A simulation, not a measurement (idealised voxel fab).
Process module, titled voxel wiring stack
It is cross-section cut that appears here, measuring 190 nm in width, its square cells being 5 nm in size.
We lay out every cross-section as a grid of square cells and spell it out in bands from the top down, where one band means one or more rows of cells.
A band entry consists of two parts. The first gives the height of the band's top and the height of its bottom, in nm. The rest lists the band's materials from left to right, each with its width in nm. A single material labelled with the word "full width" fills the band from edge to edge, and the word "empty" marks empty space.
Beneath 0, the wafer as received is one material, and that level is where height counting begins. The lowest band goes on downward without a bottom; it is written like "0 and below".
Read "30 to 40" as a graded width: first number on top, second number at the bottom, same change between each pair of neighbouring rows.
Take "identical to before" at face value: in the step it is given for, the cross-section changed in none of its cells.
Entry "Fully sealed voids". Content: empty spaces with no open connection to the top, size 8 cells or greater. Each: width x height at distance. Distance: from left edge. Unit: nm.
Whatever follows a step's settings on its line is a remark the simulator itself makes about that step.
The line of a step may include "overlay nm". On a step with a mask, this value is how far to the right of its planned place the mask lay. A negative value means the mask lay to the left.
Layout of what follows: cross-section pairs, each bracketing one process step, the after cross-section shown only to the lowest band that changed, the step between and its settings noted under each pair. Pairs may originate in different runs of this module on the same starting wafer; a pair continues from the pair above only where its entry headed "Pre-processing view" says so.

[Pre-processing view]
  0 and below | Si full width
  Fully sealed voids: none

[Cross-Section Thereafter]
  10 down to 0 | SiO2 full width
  Below 0 it's all the same as before, nothing changed down there.
  Fully sealed voids: none
Step between the pre-process and post-process cross-sections given above: CONFORMAL_DEP, material SiO2, thk nm 10

Pre-processing view: The prior state of this step coincides with the post-step cross-section of the pair just above.

[Cross-Section Thereafter]
  15 down to 10 | SiCN full width
  Below 10 it's all the same as before, nothing changed down there.
  Fully sealed voids: none
Step between the pre-process and post-process cross-sections given above: CONFORMAL_DEP, material SiCN, thk nm 5

Pre-processing view: The prior state of this step coincides with the post-step cross-section of the pair just above.

[Cross-Section Thereafter]
  35 down to 15 | SiO2 full width
  Below 15 it's all the same as before, nothing changed down there.
  Fully sealed voids: none
Step between the pre-process and post-process cross-sections given above: DIRECTIONAL_DEP, material SiO2, thk nm 20

Pre-processing view: The prior state of this step coincides with the post-step cross-section of the pair just above.

[Cross-Section Thereafter]
  45 down to 35 | aC full width
  Below 35 it's all the same as before, nothing changed down there.
  Fully sealed voids: none
Step between the pre-process and post-process cross-sections given above: DIRECTIONAL_DEP, material aC, thk nm 10

Pre-processing view: The prior state of this step coincides with the post-step cross-section of the pair just above.

[Cross-Section Thereafter]
  75 down to 45 | 25 nm resist | 20 nm empty | 20 nm resist | 20 nm empty | 20 nm resist | 20 nm empty | 20 nm resist | 20 nm empty | 25 nm resist
  Below 45 it's all the same as before, nothing changed down there.
  Fully sealed voids: none
Step between the pre-process and post-process cross-sections given above: PATTERN, tone open, mask id METAL_1, material resist, width nm 20, pitch nm 40, thk nm 30, overlay nm 0

Pre-processing view: The prior state of this step coincides with the post-step cross-section of the pair just above.

[Cross-Section Thereafter]
  65 down to 45 | 25 nm resist | 20 nm empty | 20 nm resist | 20 nm empty | 20 nm resist | 20 nm empty | 20 nm resist | 20 nm empty | 25 nm resist
  45 down to 35 | 25 nm aC | 20 nm empty | 20 nm aC | 20 nm empty | 20 nm aC | 20 nm empty | 20 nm aC | 20 nm empty | 25 nm aC
  Below 35 it's all the same as before, nothing changed down there.
  Fully sealed voids: none
Step between the pre-process and post-process cross-sections given above: DIRECTIONAL_ETCH, etch materials aC, depth nm 10

Pre-processing view: The prior state of this step coincides with the post-step cross-section of the pair just above.

[Cross-Section Thereafter]
  45 down to 35 | 25 nm aC | 20 nm empty | 20 nm aC | 20 nm empty | 20 nm aC | 20 nm empty | 20 nm aC | 20 nm empty | 25 nm aC
  Below 35 it's all the same as before, nothing changed down there.
  Fully sealed voids: none
Step between the pre-process and post-process cross-sections given above: STRIP, etch materials resist

Pre-processing view: The prior state of this step coincides with the post-step cross-section of the pair just above.

[Cross-Section Thereafter]
  45 down to 35 | 25 nm aC | 20 nm empty | 20 nm aC | 20 nm empty | 20 nm aC | 20 nm empty | 20 nm aC | 20 nm empty | 25 nm aC
  35 down to 15 | 25 nm SiO2 | 20 nm empty | 20 nm SiO2 | 20 nm empty | 20 nm SiO2 | 20 nm empty | 20 nm SiO2 | 20 nm empty | 25 nm SiO2
  Below 15 it's all the same as before, nothing changed down there.
  Fully sealed voids: none
Step between the pre-process and post-process cross-sections given above: DIRECTIONAL_ETCH, etch materials SiO2, depth nm 20

Pre-processing view: The prior state of this step coincides with the post-step cross-section of the pair just above.

[Cross-Section Thereafter]
  45 down to 35 | 25 nm aC | 20 nm empty | 20 nm aC | 20 nm empty | 20 nm aC | 20 nm empty | 20 nm aC | 20 nm empty | 25 nm aC
  35 down to 15 | 25 nm SiO2 | 20 nm empty | 20 nm SiO2 | 20 nm empty | 20 nm SiO2 | 20 nm empty | 20 nm SiO2 | 20 nm empty | 25 nm SiO2
  15 down to 10 | 25 nm SiCN | 20 nm empty | 20 nm SiCN | 20 nm empty | 20 nm SiCN | 20 nm empty | 20 nm SiCN | 20 nm empty | 25 nm SiCN
  Below 10 it's all the same as before, nothing changed down there.
  Fully sealed voids: none
Step between the pre-process and post-process cross-sections given above: DIRECTIONAL_ETCH, etch materials SiCN, depth nm 5

Pre-processing view: The prior state of this step coincides with the post-step cross-section of the pair just above.

[Cross-Section Thereafter]
  35 down to 15 | 25 nm SiO2 | 20 nm empty | 20 nm SiO2 | 20 nm empty | 20 nm SiO2 | 20 nm empty | 20 nm SiO2 | 20 nm empty | 25 nm SiO2
  Below 15 it's all the same as before, nothing changed down there.
  Fully sealed voids: none
Step between the pre-process and post-process cross-sections given above: STRIP, etch materials aC

Pre-processing view: The prior state of this step coincides with the post-step cross-section of the pair just above.

[Cross-Section Thereafter]
  40 down to 35 | 30 nm TiN | 10 nm empty | 30 nm TiN | 10 nm empty | 30 nm TiN | 10 nm empty | 30 nm TiN | 10 nm empty | 30 nm TiN
  35 down to 15 | 25 nm SiO2 | 5 nm TiN | 10 nm empty | 5 nm TiN | 20 nm SiO2 | 5 nm TiN | 10 nm empty | 5 nm TiN | 20 nm SiO2 | 5 nm TiN | 10 nm empty | 5 nm TiN | 20 nm SiO2 | 5 nm TiN | 10 nm empty | 5 nm TiN | 25 nm SiO2
  15 down to 10 | 25 nm SiCN | 20 nm TiN | 20 nm SiCN | 20 nm TiN | 20 nm SiCN | 20 nm TiN | 20 nm SiCN | 20 nm TiN | 25 nm SiCN
  Below 10 it's all the same as before, nothing changed down there.
  Fully sealed voids: none
Step between the pre-process and post-process cross-sections given above: CONFORMAL_DEP, material TiN, thk nm 5

Pre-processing view: The prior state of this step coincides with the post-step cross-section of the pair just above.

[Cross-Section Thereafter]
  45 down to 40 | Cu full width
  40 down to 35 | 30 nm TiN | 10 nm Cu | 30 nm TiN | 10 nm Cu | 30 nm TiN | 10 nm Cu | 30 nm TiN | 10 nm Cu | 30 nm TiN
  35 down to 15 | 25 nm SiO2 | 5 nm TiN | 10 nm Cu | 5 nm TiN | 20 nm SiO2 | 5 nm TiN | 10 nm Cu | 5 nm TiN | 20 nm SiO2 | 5 nm TiN | 10 nm Cu | 5 nm TiN | 20 nm SiO2 | 5 nm TiN | 10 nm Cu | 5 nm TiN | 25 nm SiO2
  Below 15 it's all the same as before, nothing changed down there.
  Fully sealed voids: none
Step between the pre-process and post-process cross-sections given above: FILL_DEP, material Cu, thk nm 5

Pre-processing view: The prior state of this step coincides with the post-step cross-section of the pair just above.

[Cross-Section Thereafter]
  35 down to 15 | 25 nm SiO2 | 5 nm TiN | 10 nm Cu | 5 nm TiN | 20 nm SiO2 | 5 nm TiN | 10 nm Cu | 5 nm TiN | 20 nm SiO2 | 5 nm TiN | 10 nm Cu | 5 nm TiN | 20 nm SiO2 | 5 nm TiN | 10 nm Cu | 5 nm TiN | 25 nm SiO2
  Below 15 it's all the same as before, nothing changed down there.
  Fully sealed voids: none
Step between the pre-process and post-process cross-sections given above: CMP, height nm 35

Pre-processing view: The prior state of this step coincides with the post-step cross-section of the pair just above.

[Cross-Section Thereafter]
  40 down to 35 | SiCN full width
  Below 35 it's all the same as before, nothing changed down there.
  Fully sealed voids: none
Step between the pre-process and post-process cross-sections given above: CONFORMAL_DEP, material SiCN, thk nm 5

Pre-processing view: The prior state of this step coincides with the post-step cross-section of the pair just above.

[Cross-Section Thereafter]
  70 down to 40 | SiO2 full width
  Below 40 it's all the same as before, nothing changed down there.
  Fully sealed voids: none
Step between the pre-process and post-process cross-sections given above: DIRECTIONAL_DEP, material SiO2, thk nm 30

Pre-processing view: The prior state of this step coincides with the post-step cross-section of the pair just above.

[Cross-Section Thereafter]
  80 down to 70 | aC full width
  Below 70 it's all the same as before, nothing changed down there.
  Fully sealed voids: none
Step between the pre-process and post-process cross-sections given above: DIRECTIONAL_DEP, material aC, thk nm 10

Pre-processing view: The prior state of this step coincides with the post-step cross-section of the pair just above.

[Cross-Section Thereafter]
  110 down to 80 | 25 nm resist | 20 nm empty | 20 nm resist | 20 nm empty | 20 nm resist | 20 nm empty | 20 nm resist | 20 nm empty | 25 nm resist
  Below 80 it's all the same as before, nothing changed down there.
  Fully sealed voids: none
Step between the pre-process and post-process cross-sections given above: PATTERN, tone open, mask id METAL_2, material resist, width nm 20, pitch nm 40, thk nm 30, overlay nm 0

Pre-processing view: The prior state of this step coincides with the post-step cross-section of the pair just above.

[Cross-Section Thereafter]
  100 down to 80 | 25 nm resist | 20 nm empty | 20 nm resist | 20 nm empty | 20 nm resist | 20 nm empty | 20 nm resist | 20 nm empty | 25 nm resist
  80 down to 70 | 25 nm aC | 20 nm empty | 20 nm aC | 20 nm empty | 20 nm aC | 20 nm empty | 20 nm aC | 20 nm empty | 25 nm aC
  Below 70 it's all the same as before, nothing changed down there.
  Fully sealed voids: none
Step between the pre-process and post-process cross-sections given above: DIRECTIONAL_ETCH, etch materials aC, depth nm 10

Pre-processing view: The prior state of this step coincides with the post-step cross-section of the pair just above.

[Cross-Section Thereafter]
  80 down to 70 | 25 nm aC | 20 nm empty | 20 nm aC | 20 nm empty | 20 nm aC | 20 nm empty | 20 nm aC | 20 nm empty | 25 nm aC
  Below 70 it's all the same as before, nothing changed down there.
  Fully sealed voids: none
Step between the pre-process and post-process cross-sections given above: STRIP, etch materials resist

Pre-processing view: The prior state of this step coincides with the post-step cross-section of the pair just above.

[Cross-Section Thereafter]
  80 down to 70 | 25 nm aC | 20 nm empty | 20 nm aC | 20 nm empty | 20 nm aC | 20 nm empty | 20 nm aC | 20 nm empty | 25 nm aC
  70 down to 55 | 25 nm SiO2 | 20 nm empty | 20 nm SiO2 | 20 nm empty | 20 nm SiO2 | 20 nm empty | 20 nm SiO2 | 20 nm empty | 25 nm SiO2
  Below 55 it's all the same as before, nothing changed down there.
  Fully sealed voids: none
Step between the pre-process and post-process cross-sections given above: DIRECTIONAL_ETCH, etch materials SiO2, depth nm 15

Pre-processing view: The prior state of this step coincides with the post-step cross-section of the pair just above.

[Cross-Section Thereafter]
  70 down to 55 | 25 nm SiO2 | 20 nm empty | 20 nm SiO2 | 20 nm empty | 20 nm SiO2 | 20 nm empty | 20 nm SiO2 | 20 nm empty | 25 nm SiO2
  Below 55 it's all the same as before, nothing changed down there.
  Fully sealed voids: none
Step between the pre-process and post-process cross-sections given above: STRIP, etch materials aC

Pre-processing view: The prior state of this step coincides with the post-step cross-section of the pair just above.

[Cross-Section Thereafter]
  90 down to 70 | 25 nm resist | 15 nm empty | 65 nm resist | 15 nm empty | 70 nm resist
  70 down to 55 | 25 nm SiO2 | 15 nm empty | 5 nm resist | 20 nm SiO2 | 20 nm resist | 20 nm SiO2 | 15 nm empty | 5 nm resist | 20 nm SiO2 | 20 nm resist | 25 nm SiO2
  Below 55 it's all the same as before, nothing changed down there.
  Fully sealed voids: none
Step between the pre-process and post-process cross-sections given above: PATTERN, tone open, mask id METAL_2_HOLES, material resist, width nm 15, pitch nm 80, thk nm 20, overlay nm 0

Pre-processing view: The prior state of this step coincides with the post-step cross-section of the pair just above.

[Cross-Section Thereafter]
  90 down to 70 | 25 nm resist | 15 nm empty | 65 nm resist | 15 nm empty | 70 nm resist
  70 down to 55 | 25 nm SiO2 | 15 nm empty | 5 nm resist | 20 nm SiO2 | 20 nm resist | 20 nm SiO2 | 15 nm empty | 5 nm resist | 20 nm SiO2 | 20 nm resist | 25 nm SiO2
  55 down to 40 | 25 nm SiO2 | 15 nm empty | 65 nm SiO2 | 15 nm empty | 70 nm SiO2
  Below 40 it's all the same as before, nothing changed down there.
  Fully sealed voids: none
Step between the pre-process and post-process cross-sections given above: DIRECTIONAL_ETCH, etch materials SiO2, depth nm 15

Pre-processing view: The prior state of this step coincides with the post-step cross-section of the pair just above.

[Cross-Section Thereafter]
  90 down to 70 | 25 nm resist | 15 nm empty | 65 nm resist | 15 nm empty | 70 nm resist
  70 down to 55 | 25 nm SiO2 | 15 nm empty | 5 nm resist | 20 nm SiO2 | 20 nm resist | 20 nm SiO2 | 15 nm empty | 5 nm resist | 20 nm SiO2 | 20 nm resist | 25 nm SiO2
  55 down to 40 | 25 nm SiO2 | 15 nm empty | 65 nm SiO2 | 15 nm empty | 70 nm SiO2
  40 down to 35 | 25 nm SiCN | 15 nm empty | 65 nm SiCN | 15 nm empty | 70 nm SiCN
  Below 35 it's all the same as before, nothing changed down there.
  Fully sealed voids: none
Step between the pre-process and post-process cross-sections given above: DIRECTIONAL_ETCH, etch materials SiCN, depth nm 5

Pre-processing view: The prior state of this step coincides with the post-step cross-section of the pair just above.

[Cross-Section Thereafter]
  70 down to 55 | 25 nm SiO2 | 20 nm empty | 20 nm SiO2 | 20 nm empty | 20 nm SiO2 | 20 nm empty | 20 nm SiO2 | 20 nm empty | 25 nm SiO2
  Below 55 it's all the same as before, nothing changed down there.
  Fully sealed voids: none
Step between the pre-process and post-process cross-sections given above: STRIP, etch materials resist

Pre-processing view: The prior state of this step coincides with the post-step cross-section of the pair just above.

[Cross-Section Thereafter]
  75 down to 70 | 30 nm TiN | 10 nm empty | 30 nm TiN | 10 nm empty | 30 nm TiN | 10 nm empty | 30 nm TiN | 10 nm empty | 30 nm TiN
  70 down to 60 | 25 nm SiO2 | 5 nm TiN | 10 nm empty | 5 nm TiN | 20 nm SiO2 | 5 nm TiN | 10 nm empty | 5 nm TiN | 20 nm SiO2 | 5 nm TiN | 10 nm empty | 5 nm TiN | 20 nm SiO2 | 5 nm TiN | 10 nm empty | 5 nm TiN | 25 nm SiO2
  60 down to 55 | 25 nm SiO2 | 5 nm TiN | 5 nm empty | 10 nm TiN | 20 nm SiO2 | 20 nm TiN | 20 nm SiO2 | 5 nm TiN | 5 nm empty | 10 nm TiN | 20 nm SiO2 | 20 nm TiN | 25 nm SiO2
  55 down to 40 | 25 nm SiO2 | 5 nm TiN | 5 nm empty | 5 nm TiN | 65 nm SiO2 | 5 nm TiN | 5 nm empty | 5 nm TiN | 70 nm SiO2
  40 down to 35 | 25 nm SiCN | 15 nm TiN | 65 nm SiCN | 15 nm TiN | 70 nm SiCN
  Below 35 it's all the same as before, nothing changed down there.
  Fully sealed voids: none
Step between the pre-process and post-process cross-sections given above: CONFORMAL_DEP, material TiN, thk nm 5

Pre-processing view: The prior state of this step coincides with the post-step cross-section of the pair just above.

[Cross-Section Thereafter]
  85 down to 75 | Ru full width
  75 down to 70 | 30 nm TiN | 10 nm Ru | 30 nm TiN | 10 nm Ru | 30 nm TiN | 10 nm Ru | 30 nm TiN | 10 nm Ru | 30 nm TiN
  70 down to 60 | 25 nm SiO2 | 5 nm TiN | 10 nm Ru | 5 nm TiN | 20 nm SiO2 | 5 nm TiN | 10 nm Ru | 5 nm TiN | 20 nm SiO2 | 5 nm TiN | 10 nm Ru | 5 nm TiN | 20 nm SiO2 | 5 nm TiN | 10 nm Ru | 5 nm TiN | 25 nm SiO2
  60 down to 55 | 25 nm SiO2 | 5 nm TiN | 5 nm Ru | 10 nm TiN | 20 nm SiO2 | 20 nm TiN | 20 nm SiO2 | 5 nm TiN | 5 nm Ru | 10 nm TiN | 20 nm SiO2 | 20 nm TiN | 25 nm SiO2
  55 down to 40 | 25 nm SiO2 | 5 nm TiN | 5 nm Ru | 5 nm TiN | 65 nm SiO2 | 5 nm TiN | 5 nm Ru | 5 nm TiN | 70 nm SiO2
  Below 40 it's all the same as before, nothing changed down there.
  Fully sealed voids: none
Step between the pre-process and post-process cross-sections given above: FILL_DEP, material Ru, thk nm 10

Pre-processing view: The prior state of this step coincides with the post-step cross-section of the pair just above.

[Cross-Section Thereafter]
  70 down to 60 | 25 nm SiO2 | 5 nm TiN | 10 nm Ru | 5 nm TiN | 20 nm SiO2 | 5 nm TiN | 10 nm Ru | 5 nm TiN | 20 nm SiO2 | 5 nm TiN | 10 nm Ru | 5 nm TiN | 20 nm SiO2 | 5 nm TiN | 10 nm Ru | 5 nm TiN | 25 nm SiO2
  Below 60 it's all the same as before, nothing changed down there.
  Fully sealed voids: none
Step between the pre-process and post-process cross-sections given above: CMP, height nm 70

Pre-processing view: The prior state of this step coincides with the post-step cross-section of the pair just above.

[Cross-Section Thereafter]
  75 down to 70 | SiN full width
  Below 70 it's all the same as before, nothing changed down there.
  Fully sealed voids: none
Step between the pre-process and post-process cross-sections given above: CONFORMAL_DEP, material SiN, thk nm 5

[Pre-processing view]
  0 and below | Si full width
  Fully sealed voids: none

[Cross-Section Thereafter]
  5 down to 0 | SiCN full width
  Below 0 it's all the same as before, nothing changed down there.
  Fully sealed voids: none
Step between the pre-process and post-process cross-sections given above: CONFORMAL_DEP, material SiCN, thk nm 5

Pre-processing view: The prior state of this step coincides with the post-step cross-section of the pair just above.

[Cross-Section Thereafter]
  25 down to 5 | SiO2 full width
  Below 5 it's all the same as before, nothing changed down there.
  Fully sealed voids: none
Step between the pre-process and post-process cross-sections given above: DIRECTIONAL_DEP, material SiO2, thk nm 20

Pre-processing view: The prior state of this step coincides with the post-step cross-section of the pair just above.

[Cross-Section Thereafter]
  35 down to 25 | aC full width
  Below 25 it's all the same as before, nothing changed down there.
  Fully sealed voids: none
Step between the pre-process and post-process cross-sections given above: DIRECTIONAL_DEP, material aC, thk nm 10

Pre-processing view: The prior state of this step coincides with the post-step cross-section of the pair just above.

[Cross-Section Thereafter]
  65 down to 35 | 25 nm resist | 20 nm empty | 20 nm resist | 20 nm empty | 20 nm resist | 20 nm empty | 20 nm resist | 20 nm empty | 25 nm resist
  Below 35 it's all the same as before, nothing changed down there.
  Fully sealed voids: none
Step between the pre-process and post-process cross-sections given above: PATTERN, tone open, mask id METAL_1, material resist, width nm 20, pitch nm 40, thk nm 30, overlay nm 0

Pre-processing view: The prior state of this step coincides with the post-step cross-section of the pair just above.

[Cross-Section Thereafter]
  55 down to 35 | 25 nm resist | 20 nm empty | 20 nm resist | 20 nm empty | 20 nm resist | 20 nm empty | 20 nm resist | 20 nm empty | 25 nm resist
  35 down to 25 | 25 nm aC | 20 nm empty | 20 nm aC | 20 nm empty | 20 nm aC | 20 nm empty | 20 nm aC | 20 nm empty | 25 nm aC
  Below 25 it's all the same as before, nothing changed down there.
  Fully sealed voids: none
Step between the pre-process and post-process cross-sections given above: DIRECTIONAL_ETCH, etch materials aC, depth nm 10

Pre-processing view: The prior state of this step coincides with the post-step cross-section of the pair just above.

[Cross-Section Thereafter]
  35 down to 25 | 25 nm aC | 20 nm empty | 20 nm aC | 20 nm empty | 20 nm aC | 20 nm empty | 20 nm aC | 20 nm empty | 25 nm aC
  Below 25 it's all the same as before, nothing changed down there.
  Fully sealed voids: none
Step between the pre-process and post-process cross-sections given above: STRIP, etch materials resist

Pre-processing view: The prior state of this step coincides with the post-step cross-section of the pair just above.

[Cross-Section Thereafter]
  35 down to 25 | 25 nm aC | 20 nm empty | 20 nm aC | 20 nm empty | 20 nm aC | 20 nm empty | 20 nm aC | 20 nm empty | 25 nm aC
  25 down to 5 | 25 nm SiO2 | 20 nm empty | 20 nm SiO2 | 20 nm empty | 20 nm SiO2 | 20 nm empty | 20 nm SiO2 | 20 nm empty | 25 nm SiO2
  Below 5 it's all the same as before, nothing changed down there.
  Fully sealed voids: none
Step between the pre-process and post-process cross-sections given above: DIRECTIONAL_ETCH, etch materials SiO2, depth nm 20

Pre-processing view: The prior state of this step coincides with the post-step cross-section of the pair just above.

[Cross-Section Thereafter]
  35 down to 25 | 25 nm aC | 20 nm empty | 20 nm aC | 20 nm empty | 20 nm aC | 20 nm empty | 20 nm aC | 20 nm empty | 25 nm aC
  25 down to 5 | 25 nm SiO2 | 20 nm empty | 20 nm SiO2 | 20 nm empty | 20 nm SiO2 | 20 nm empty | 20 nm SiO2 | 20 nm empty | 25 nm SiO2
  5 down to 0 | 25 nm SiCN | 20 nm empty | 20 nm SiCN | 20 nm empty | 20 nm SiCN | 20 nm empty | 20 nm SiCN | 20 nm empty | 25 nm SiCN
  Below 0 it's all the same as before, nothing changed down there.
  Fully sealed voids: none
Step between the pre-process and post-process cross-sections given above: DIRECTIONAL_ETCH, etch materials SiCN, depth nm 5

Pre-processing view: The prior state of this step coincides with the post-step cross-section of the pair just above.

[Cross-Section Thereafter]
  25 down to 5 | 25 nm SiO2 | 20 nm empty | 20 nm SiO2 | 20 nm empty | 20 nm SiO2 | 20 nm empty | 20 nm SiO2 | 20 nm empty | 25 nm SiO2
  Below 5 it's all the same as before, nothing changed down there.
  Fully sealed voids: none
Step between the pre-process and post-process cross-sections given above: STRIP, etch materials aC

Pre-processing view: The prior state of this step coincides with the post-step cross-section of the pair just above.

[Cross-Section Thereafter]
  30 down to 25 | 30 nm TiN | 10 nm empty | 30 nm TiN | 10 nm empty | 30 nm TiN | 10 nm empty | 30 nm TiN | 10 nm empty | 30 nm TiN
  25 down to 5 | 25 nm SiO2 | 5 nm TiN | 10 nm empty | 5 nm TiN | 20 nm SiO2 | 5 nm TiN | 10 nm empty | 5 nm TiN | 20 nm SiO2 | 5 nm TiN | 10 nm empty | 5 nm TiN | 20 nm SiO2 | 5 nm TiN | 10 nm empty | 5 nm TiN | 25 nm SiO2
  5 down to 0 | 25 nm SiCN | 20 nm TiN | 20 nm SiCN | 20 nm TiN | 20 nm SiCN | 20 nm TiN | 20 nm SiCN | 20 nm TiN | 25 nm SiCN
  Below 0 it's all the same as before, nothing changed down there.
  Fully sealed voids: none
Step between the pre-process and post-process cross-sections given above: CONFORMAL_DEP, material TiN, thk nm 5

Pre-processing view: The prior state of this step coincides with the post-step cross-section of the pair just above.

[Cross-Section Thereafter]
  35 down to 30 | Cu full width
  30 down to 25 | 30 nm TiN | 10 nm Cu | 30 nm TiN | 10 nm Cu | 30 nm TiN | 10 nm Cu | 30 nm TiN | 10 nm Cu | 30 nm TiN
  25 down to 5 | 25 nm SiO2 | 5 nm TiN | 10 nm Cu | 5 nm TiN | 20 nm SiO2 | 5 nm TiN | 10 nm Cu | 5 nm TiN | 20 nm SiO2 | 5 nm TiN | 10 nm Cu | 5 nm TiN | 20 nm SiO2 | 5 nm TiN | 10 nm Cu | 5 nm TiN | 25 nm SiO2
  Below 5 it's all the same as before, nothing changed down there.
  Fully sealed voids: none
Step between the pre-process and post-process cross-sections given above: FILL_DEP, material Cu, thk nm 5

Pre-processing view: The prior state of this step coincides with the post-step cross-section of the pair just above.

[Cross-Section Thereafter]
  40 down to 35 | SiCN full width
  Below 35 it's all the same as before, nothing changed down there.
  Fully sealed voids: none
Step between the pre-process and post-process cross-sections given above: CONFORMAL_DEP, material SiCN, thk nm 5

Pre-processing view: The prior state of this step coincides with the post-step cross-section of the pair just above.

[Cross-Section Thereafter]
  70 down to 40 | SiO2 full width
  Below 40 it's all the same as before, nothing changed down there.
  Fully sealed voids: none
Step between the pre-process and post-process cross-sections given above: DIRECTIONAL_DEP, material SiO2, thk nm 30

Pre-processing view: The prior state of this step coincides with the post-step cross-section of the pair just above.

[Cross-Section Thereafter]
  80 down to 70 | aC full width
  Below 70 it's all the same as before, nothing changed down there.
  Fully sealed voids: none
Step between the pre-process and post-process cross-sections given above: DIRECTIONAL_DEP, material aC, thk nm 10

Pre-processing view: The prior state of this step coincides with the post-step cross-section of the pair just above.

[Cross-Section Thereafter]
  110 down to 80 | 25 nm resist | 20 nm empty | 20 nm resist | 20 nm empty | 20 nm resist | 20 nm empty | 20 nm resist | 20 nm empty | 25 nm resist
  Below 80 it's all the same as before, nothing changed down there.
  Fully sealed voids: none
Step between the pre-process and post-process cross-sections given above: PATTERN, tone open, mask id METAL_2, material resist, width nm 20, pitch nm 40, thk nm 30, overlay nm 0

Pre-processing view: The prior state of this step coincides with the post-step cross-section of the pair just above.

[Cross-Section Thereafter]
  100 down to 80 | 25 nm resist | 20 nm empty | 20 nm resist | 20 nm empty | 20 nm resist | 20 nm empty | 20 nm resist | 20 nm empty | 25 nm resist
  80 down to 70 | 25 nm aC | 20 nm empty | 20 nm aC | 20 nm empty | 20 nm aC | 20 nm empty | 20 nm aC | 20 nm empty | 25 nm aC
  Below 70 it's all the same as before, nothing changed down there.
  Fully sealed voids: none
Step between the pre-process and post-process cross-sections given above: DIRECTIONAL_ETCH, etch materials aC, depth nm 10

Pre-processing view: The prior state of this step coincides with the post-step cross-section of the pair just above.

[Cross-Section Thereafter]
  80 down to 70 | 25 nm aC | 20 nm empty | 20 nm aC | 20 nm empty | 20 nm aC | 20 nm empty | 20 nm aC | 20 nm empty | 25 nm aC
  Below 70 it's all the same as before, nothing changed down there.
  Fully sealed voids: none
Step between the pre-process and post-process cross-sections given above: STRIP, etch materials resist

Pre-processing view: The prior state of this step coincides with the post-step cross-section of the pair just above.

[Cross-Section Thereafter]
  80 down to 70 | 25 nm aC | 20 nm empty | 20 nm aC | 20 nm empty | 20 nm aC | 20 nm empty | 20 nm aC | 20 nm empty | 25 nm aC
  70 down to 55 | 25 nm SiO2 | 20 nm empty | 20 nm SiO2 | 20 nm empty | 20 nm SiO2 | 20 nm empty | 20 nm SiO2 | 20 nm empty | 25 nm SiO2
  Below 55 it's all the same as before, nothing changed down there.
  Fully sealed voids: none
Step between the pre-process and post-process cross-sections given above: DIRECTIONAL_ETCH, etch materials SiO2, depth nm 15

Pre-processing view: The prior state of this step coincides with the post-step cross-section of the pair just above.

[Cross-Section Thereafter]
  70 down to 55 | 25 nm SiO2 | 20 nm empty | 20 nm SiO2 | 20 nm empty | 20 nm SiO2 | 20 nm empty | 20 nm SiO2 | 20 nm empty | 25 nm SiO2
  Below 55 it's all the same as before, nothing changed down there.
  Fully sealed voids: none
Step between the pre-process and post-process cross-sections given above: STRIP, etch materials aC

Pre-processing view: The prior state of this step coincides with the post-step cross-section of the pair just above.

[Cross-Section Thereafter]
  90 down to 70 | 25 nm resist | 15 nm empty | 65 nm resist | 15 nm empty | 70 nm resist
  70 down to 55 | 25 nm SiO2 | 15 nm empty | 5 nm resist | 20 nm SiO2 | 20 nm resist | 20 nm SiO2 | 15 nm empty | 5 nm resist | 20 nm SiO2 | 20 nm resist | 25 nm SiO2
  Below 55 it's all the same as before, nothing changed down there.
  Fully sealed voids: none
Step between the pre-process and post-process cross-sections given above: PATTERN, tone open, mask id METAL_2_HOLES, material resist, width nm 15, pitch nm 80, thk nm 20, overlay nm 0

Pre-processing view: The prior state of this step coincides with the post-step cross-section of the pair just above.

[Cross-Section Thereafter]
  90 down to 70 | 25 nm resist | 15 nm empty | 65 nm resist | 15 nm empty | 70 nm resist
  70 down to 55 | 25 nm SiO2 | 15 nm empty | 5 nm resist | 20 nm SiO2 | 20 nm resist | 20 nm SiO2 | 15 nm empty | 5 nm resist | 20 nm SiO2 | 20 nm resist | 25 nm SiO2
  55 down to 40 | 25 nm SiO2 | 15 nm empty | 65 nm SiO2 | 15 nm empty | 70 nm SiO2
  Below 40 it's all the same as before, nothing changed down there.
  Fully sealed voids: none
Step between the pre-process and post-process cross-sections given above: DIRECTIONAL_ETCH, etch materials SiO2, depth nm 15

Pre-processing view: The prior state of this step coincides with the post-step cross-section of the pair just above.

[Cross-Section Thereafter]
  90 down to 70 | 25 nm resist | 15 nm empty | 65 nm resist | 15 nm empty | 70 nm resist
  70 down to 55 | 25 nm SiO2 | 15 nm empty | 5 nm resist | 20 nm SiO2 | 20 nm resist | 20 nm SiO2 | 15 nm empty | 5 nm resist | 20 nm SiO2 | 20 nm resist | 25 nm SiO2
  55 down to 40 | 25 nm SiO2 | 15 nm empty | 65 nm SiO2 | 15 nm empty | 70 nm SiO2
  40 down to 35 | 25 nm SiCN | 15 nm empty | 65 nm SiCN | 15 nm empty | 70 nm SiCN
  Below 35 it's all the same as before, nothing changed down there.
  Fully sealed voids: none
Step between the pre-process and post-process cross-sections given above: DIRECTIONAL_ETCH, etch materials SiCN, depth nm 5

Pre-processing view: The prior state of this step coincides with the post-step cross-section of the pair just above.

[Cross-Section Thereafter]
  70 down to 55 | 25 nm SiO2 | 20 nm empty | 20 nm SiO2 | 20 nm empty | 20 nm SiO2 | 20 nm empty | 20 nm SiO2 | 20 nm empty | 25 nm SiO2
  Below 55 it's all the same as before, nothing changed down there.
  Fully sealed voids: none
Step between the pre-process and post-process cross-sections given above: STRIP, etch materials resist
